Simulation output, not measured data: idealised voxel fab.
process module | voxel double patterning
cross-section cut | 260 nm wide | cells 5 nm
A cross-section is a grid of square cells, given in bands from the top down. A band is one or more rows of cells.
Each band's line starts with the height of the band's top and of its bottom, in nm. Then come its materials from left to right, each with its width in nm. One material with "throughout" fills the band from edge to edge. "air" is empty space.
Height 0 is the level under which the wafer as received is all one material. The lowest band goes on downwards, as in "0 down".
A width such as "30 to 40" changes by the same amount from each row of cells to the next, from the band's top row to its bottom row.
"no change" after a step means that no cell of the cross-section changed.
closed voids: empty space of 8 cells or more with no open way to the top, each as width x height at its distance from the left edge, in nm
after a step's settings: what the simulator itself notes on the step
overlay nm, on a step with a mask: how far to the right of its planned place the mask lay; to the left if negative
plan
1 op RECEIVE | material Si
2 op CONFORMAL_DEP | material SiO2 | thk nm 10
3 op DIRECTIONAL_DEP | material TiN | thk nm 15
4 op DIRECTIONAL_DEP | material SiCN | thk nm 5
5 op MASKED_ETCH | tone open | mask id FIRST | width nm 15 | pitch nm 50 | etch materials SiCN | depth nm 5 | overlay nm 0
6 op DIRECTIONAL_DEP | material aC | thk nm 15
7 op PATTERN | tone open | mask id SECOND | material resist | width nm 15 | pitch nm 50 | thk nm 35 | overlay nm 0
8 op DIRECTIONAL_ETCH | etch materials aC | depth nm 15
9 op STRIP | etch materials resist
10 op DIRECTIONAL_ETCH | etch materials SiCN | depth nm 5
11 op STRIP | etch materials aC
12 op DIRECTIONAL_ETCH | etch materials TiN | depth nm 15
13 op STRIP | etch materials SiCN
as received, after step 1
  0 down: Si throughout
  closed voids: none
first wafer at the end, as planned
  25 to 10: TiN 70 | air 15 | TiN 10 | air 15 | TiN 10 | air 15 | TiN 10 | air 15 | TiN 10 | air 15 | TiN 75
  10 to 0: SiO2 throughout
  0 down: Si throughout
  closed voids: none
second wafer at the end: like start, like plan, one mistake
  40 to 25: TiN 70 | air 15 | TiN 10 | air 15 | TiN 10 | air 15 | TiN 10 | air 15 | TiN 10 | air 15 | TiN 75
  25 to 10: TiN throughout
  10 to 0: SiO2 throughout
  0 down: Si throughout
  closed voids: none
what went wrong: step 3 was run twice
at the end the second wafer has, in cells: 156 more of TiN
